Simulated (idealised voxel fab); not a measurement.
process module | voxel fin reveal
cross-section cut | 150 nm wide | cells 5 nm
A cross-section is a grid of square cells, given in bands from the top down. A band is one or more rows of cells.
Each band's line starts with the height of the band's top and of its bottom, in nm. Then come its materials from left to right, each with its width in nm. One material with "throughout" fills the band from edge to edge. "air" is empty space.
Height 0 is the level under which the wafer as received is all one material. The lowest band goes on downwards, as in "0 down".
A width such as "30 to 40" changes by the same amount from each row of cells to the next, from the band's top row to its bottom row.
"no change" after a step means that no cell of the cross-section changed.
closed voids: empty space of 8 cells or more with no open way to the top, each as width x height at its distance from the left edge, in nm
after a step's settings: what the simulator itself notes on the step
overlay nm, on a step with a mask: how far to the right of its planned place the mask lay; to the left if negative
plan
1 op RECEIVE | material Si
2 op CONFORMAL_DEP | material SiN | thk nm 10
3 op MASKED_ETCH | tone cover | mask id FINS | width nm 15 | pitch nm 45 | etch materials SiN | depth nm 10 | overlay nm 0
4 op MASKED_ETCH | tone cover | mask id FINS | width nm 15 | pitch nm 45 | etch materials Si | depth nm 30 | overlay nm 0
5 op OXIDIZE | depth nm 5
6 op FILL_DEP | material SiO2 | thk nm 5
7 op CMP | height nm 10
8 op SELECTIVE_ETCH | etch materials SiO2 | depth nm 30
9 op STRIP | etch materials SiN
first wafer, as planned
as received, after step 1
  0 down: Si throughout
  closed voids: none
after step 2
  10 to 0: SiN throughout
  below 0: unchanged
after step 3
  10 to 0: air 45 | SiN 15 | air 30 | SiN 15 | air 45
  below 0: unchanged
after step 4
  10 to 0: air 45 | SiN 15 | air 30 | SiN 15 | air 45
  0 to -30: air 45 | Si 15 | air 30 | Si 15 | air 45
  below -30: unchanged
after step 5
  10 to 0: air 45 | SiN 15 | air 30 | SiN 15 | air 45
  0 to -30: air 45 | SiO2 5 | Si 5 | SiO2 5 | air 30 | SiO2 5 | Si 5 | SiO2 5 | air 45
  -30 to -35: SiO2 50 | Si 5 | SiO2 40 | Si 5 | SiO2 50
  below -35: unchanged
after step 6
  15 to 10: SiO2 throughout
  10 to 0: SiO2 45 | SiN 15 | SiO2 30 | SiN 15 | SiO2 45
  0 to -35: SiO2 50 | Si 5 | SiO2 40 | Si 5 | SiO2 50
  below -35: unchanged
after step 7
  10 to 0: SiO2 45 | SiN 15 | SiO2 30 | SiN 15 | SiO2 45
  below 0: unchanged
after step 8
  10 to 0: air 45 | SiN 15 | air 30 | SiN 15 | air 45
  0 to -20: air 50 | Si 5 | air 40 | Si 5 | air 50
  below -20: unchanged
after step 9
  0 to -20: air 50 | Si 5 | air 40 | Si 5 | air 50
  below -20: unchanged
second wafer: like start, like plan, one mistake. Through step 7 it matches the first wafer
when step 8 should have ended
  10 to 0: air 45 | SiN 15 | air 30 | SiN 15 | air 45
  0 to -35: air 50 | Si 5 | air 40 | Si 5 | air 50
  below -35: unchanged
when step 9 should have ended
  0 to -35: air 50 | Si 5 | air 40 | Si 5 | air 50
  below -35: unchanged
what went wrong: step 8 was run twice
at the end the second wafer has, in cells: 84 fewer of SiO2
